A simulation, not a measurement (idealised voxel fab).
Process module heading - voxel transistor to metal
Each square cell in cross-section cut measures 5 nm, and the section as a whole is 275 nm wide.
In what follows, cross-sections appear as grids of square cells, described through bands that run from the top down, where every band is one or more rows of cells.
Read a band's entry like this: the first values are the height of its top and the height of its bottom in nm, and what follows is the sequence of materials from left to right, each with its width in nm. Note that "blank" is empty space, and that a single material marked "full width" reaches across the band from edge to edge.
Beneath 0, the wafer as received is one material, and that level is where height counting begins. The lowest band goes on downward without a bottom; it is written like "from 0 down".
Width: "30 to 40" (first number = top row, second number = bottom row, same change from row to row of cells).
The cross-section has no changed cell in any step marked "left unchanged".
Trapped voids: empty space of 8 cells or more with no open way to the top, each as width x height at its distance from the left edge, in nm
Text after the settings on a step's line: the simulator's own remark on that step.
When a step includes a mask, the "overlay nm" setting on its line states how far to the right of its planned place that mask lay, and negative values state how far to the left.

-- Steps in the process plan
1: RECEIVE [material Si]
2: CONFORMAL_DEP [material SiO2] [thk nm 5]
3: CONFORMAL_DEP [material SiN] [thk nm 15]
4: MASKED_ETCH [tone cover] [mask id ACTIVE] [width nm 105] [pitch nm 130] [etch materials SiN] [depth nm 15] [overlay nm 0]
5: MASKED_ETCH [tone cover] [mask id ACTIVE] [width nm 105] [pitch nm 130] [etch materials SiO2] [depth nm 5] [overlay nm 0]
6: MASKED_ETCH [tone cover] [mask id ACTIVE] [width nm 105] [pitch nm 130] [etch materials Si] [depth nm 25] [overlay nm 0]
7: FILL_DEP [material SiO2] [thk nm 5]
8: CMP [height nm 20]
9: SELECTIVE_ETCH [etch materials SiO2] [depth nm 10]
10: STRIP [etch materials SiN]
11: SELECTIVE_ETCH [etch materials SiO2] [depth nm 5]
12: OXIDIZE [depth nm 5]
13: DIRECTIONAL_DEP [material polySi] [thk nm 25]
14: DIRECTIONAL_DEP [material SiCN] [thk nm 10]
15: PATTERN [tone cover] [mask id GATE] [material resist] [width nm 25] [pitch nm 130] [thk nm 20] [overlay nm 0]
16: DIRECTIONAL_ETCH [etch materials SiCN] [depth nm 20]
17: DIRECTIONAL_ETCH [etch materials polySi] [depth nm 35]
18: STRIP [etch materials resist]
19: CONFORMAL_DEP [material SiN] [thk nm 5]
20: DIRECTIONAL_ETCH [etch materials SiN] [depth nm 5]
21: DIRECTIONAL_ETCH [etch materials SiO2] [depth nm 5]
22: DIRECTIONAL_ETCH [etch materials Si] [depth nm 5]
23: EPI [material nSi] [thk nm 10]
24: FILL_DEP [material SiO2] [thk nm 10]
25: CMP [height nm 25]
26: STRIP [etch materials polySi]
27: SELECTIVE_ETCH [etch materials SiO2] [depth nm 5]
28: CONFORMAL_DEP [material HfO2] [thk nm 5]
29: CONFORMAL_DEP [material TiN] [thk nm 5]
30: FILL_DEP [material W] [thk nm 5]
31: CMP [height nm 20]
32: DIRECTIONAL_DEP [material SiO2] [thk nm 10]
33: PATTERN [tone open] [mask id CONTACT] [material resist] [width nm 15] [thk nm 15] [overlay nm 0]
34: DIRECTIONAL_ETCH [etch materials SiO2] [depth nm 30]
35: STRIP [etch materials resist]
36: CONFORMAL_DEP [material TiN] [thk nm 5]
37: FILL_DEP [material W] [thk nm 5]
38: CMP [height nm 30]
39: CONFORMAL_DEP [material SiCN] [thk nm 5]
40: DIRECTIONAL_DEP [material SiO2] [thk nm 15]
41: DIRECTIONAL_DEP [material aC] [thk nm 15]
42: PATTERN [tone open] [mask id METAL_1] [material resist] [width nm 15] [thk nm 35] [overlay nm 0]
43: DIRECTIONAL_ETCH [etch materials aC] [depth nm 15]
44: STRIP [etch materials resist]
45: DIRECTIONAL_ETCH [etch materials SiO2] [depth nm 15]
46: DIRECTIONAL_ETCH [etch materials SiCN] [depth nm 5]
47: STRIP [etch materials aC]
48: CONFORMAL_DEP [material TiN] [thk nm 5]
49: FILL_DEP [material W] [thk nm 5]
50: CMP [height nm 50]
51: EPI [material Ru] [thk nm 5]
52: FILL_DEP [material SiCN] [thk nm 5]

-- So this is the incoming wafer in cross-section - it's already been through step 1
  from 0 down  Si full width
  Trapped voids: none

-- First of two wafers at the end of the module, shown in cross-section; run carried out as planned
  from 60 to 55  SiCN full width
  from 55 to 50  25 of SiCN / 25 of Ru / 45 of SiCN / 25 of Ru / 35 of SiCN / 25 of Ru / 45 of SiCN / 25 of Ru / 25 of SiCN
  from 50 to 35  30 of SiO2 / 5 of TiN / 5 of W / 5 of TiN / 55 of SiO2 / 5 of TiN / 5 of W / 5 of TiN / 45 of SiO2 / 5 of TiN / 5 of W / 5 of TiN / 55 of SiO2 / 5 of TiN / 5 of W / 5 of TiN / 30 of SiO2
  from 35 to 30  30 of SiCN / 15 of TiN / 55 of SiCN / 15 of TiN / 45 of SiCN / 15 of TiN / 55 of SiCN / 15 of TiN / 30 of SiCN
  from 30 to 20  30 of SiO2 / 5 of TiN / 5 of W / 5 of TiN / 55 of SiO2 / 5 of TiN / 5 of W / 5 of TiN / 45 of SiO2 / 5 of TiN / 5 of W / 5 of TiN / 55 of SiO2 / 5 of TiN / 5 of W / 5 of TiN / 30 of SiO2
  from 20 to 5  30 of SiO2 / 5 of TiN / 5 of W / 5 of TiN / 10 of SiO2 / 5 of SiN / 5 of HfO2 / 5 of TiN / 5 of W / 5 of TiN / 5 of HfO2 / 5 of SiN / 10 of SiO2 / 5 of TiN / 5 of W / 5 of TiN / 45 of SiO2 / 5 of TiN / 5 of W / 5 of TiN / 10 of SiO2 / 5 of SiN / 5 of HfO2 / 5 of TiN / 5 of W / 5 of TiN / 5 of HfO2 / 5 of SiN / 10 of SiO2 / 5 of TiN / 5 of W / 5 of TiN / 30 of SiO2
  from 5 to 0  15 of SiO2 / 5 of SiN / 10 of SiO2 / 15 of TiN / 10 of nSi / 5 of SiN / 5 of HfO2 / 15 of TiN / 5 of HfO2 / 5 of SiN / 10 of nSi / 15 of TiN / 10 of SiO2 / 5 of SiN / 15 of SiO2 / 5 of SiN / 10 of SiO2 / 15 of TiN / 10 of nSi / 5 of SiN / 5 of HfO2 / 15 of TiN / 5 of HfO2 / 5 of SiN / 10 of nSi / 15 of TiN / 10 of SiO2 / 5 of SiN / 15 of SiO2
  from 0 to -5  20 of SiO2 / 35 of nSi / 35 of HfO2 / 35 of nSi / 25 of SiO2 / 35 of nSi / 35 of HfO2 / 35 of nSi / 20 of SiO2
  from -5 to -10  20 of SiO2 / 35 of nSi / 35 of Si / 35 of nSi / 25 of SiO2 / 35 of nSi / 35 of Si / 35 of nSi / 20 of SiO2
  from -10 to -25  20 of SiO2 / 105 of Si / 25 of SiO2 / 105 of Si / 20 of SiO2
  from -25 down  Si full width
  Trapped voids: none

-- What the second wafer looks like in cross-section once the module is done. Its start and its plan matched the first wafer's exactly; what differed was one mistake in how it was run
  from 60 to 55  SiCN full width
  from 55 to 50  35 of Ru / 5 of SiCN / 65 of Ru / 5 of SiCN / 55 of Ru / 5 of SiCN / 65 of Ru / 5 of SiCN / 35 of Ru
  from 50 to 35  25 of W / 5 of TiN / 15 of SiO2 / 5 of TiN / 45 of W / 5 of TiN / 15 of SiO2 / 5 of TiN / 35 of W / 5 of TiN / 15 of SiO2 / 5 of TiN / 45 of W / 5 of TiN / 15 of SiO2 / 5 of TiN / 25 of W
  from 35 to 30  30 of TiN / 15 of SiCN / 55 of TiN / 15 of SiCN / 45 of TiN / 15 of SiCN / 55 of TiN / 15 of SiCN / 30 of TiN
  from 30 to 20  30 of SiO2 / 5 of TiN / 5 of W / 5 of TiN / 55 of SiO2 / 5 of TiN / 5 of W / 5 of TiN / 45 of SiO2 / 5 of TiN / 5 of W / 5 of TiN / 55 of SiO2 / 5 of TiN / 5 of W / 5 of TiN / 30 of SiO2
  from 20 to 5  30 of SiO2 / 5 of TiN / 5 of W / 5 of TiN / 10 of SiO2 / 5 of SiN / 5 of HfO2 / 5 of TiN / 5 of W / 5 of TiN / 5 of HfO2 / 5 of SiN / 10 of SiO2 / 5 of TiN / 5 of W / 5 of TiN / 45 of SiO2 / 5 of TiN / 5 of W / 5 of TiN / 10 of SiO2 / 5 of SiN / 5 of HfO2 / 5 of TiN / 5 of W / 5 of TiN / 5 of HfO2 / 5 of SiN / 10 of SiO2 / 5 of TiN / 5 of W / 5 of TiN / 30 of SiO2
  from 5 to 0  15 of SiO2 / 5 of SiN / 10 of SiO2 / 15 of TiN / 10 of nSi / 5 of SiN / 5 of HfO2 / 15 of TiN / 5 of HfO2 / 5 of SiN / 10 of nSi / 15 of TiN / 10 of SiO2 / 5 of SiN / 15 of SiO2 / 5 of SiN / 10 of SiO2 / 15 of TiN / 10 of nSi / 5 of SiN / 5 of HfO2 / 15 of TiN / 5 of HfO2 / 5 of SiN / 10 of nSi / 15 of TiN / 10 of SiO2 / 5 of SiN / 15 of SiO2
  from 0 to -5  20 of SiO2 / 35 of nSi / 35 of HfO2 / 35 of nSi / 25 of SiO2 / 35 of nSi / 35 of HfO2 / 35 of nSi / 20 of SiO2
  from -5 to -10  20 of SiO2 / 35 of nSi / 35 of Si / 35 of nSi / 25 of SiO2 / 35 of nSi / 35 of Si / 35 of nSi / 20 of SiO2
  from -10 to -25  20 of SiO2 / 105 of Si / 25 of SiO2 / 105 of Si / 20 of SiO2
  from -25 down  Si full width
  Trapped voids: none
Where did the run depart from the plan? step 42 off recipe, ran as PATTERN [tone cover] [mask id METAL_1] [material resist] [width nm 15] [thk nm 35] [overlay nm 0]
The second wafer ends with more or fewer cells of some materials than the first, per final count: Ru +31; SiCN -62; SiO2 -93; TiN +31; W +93
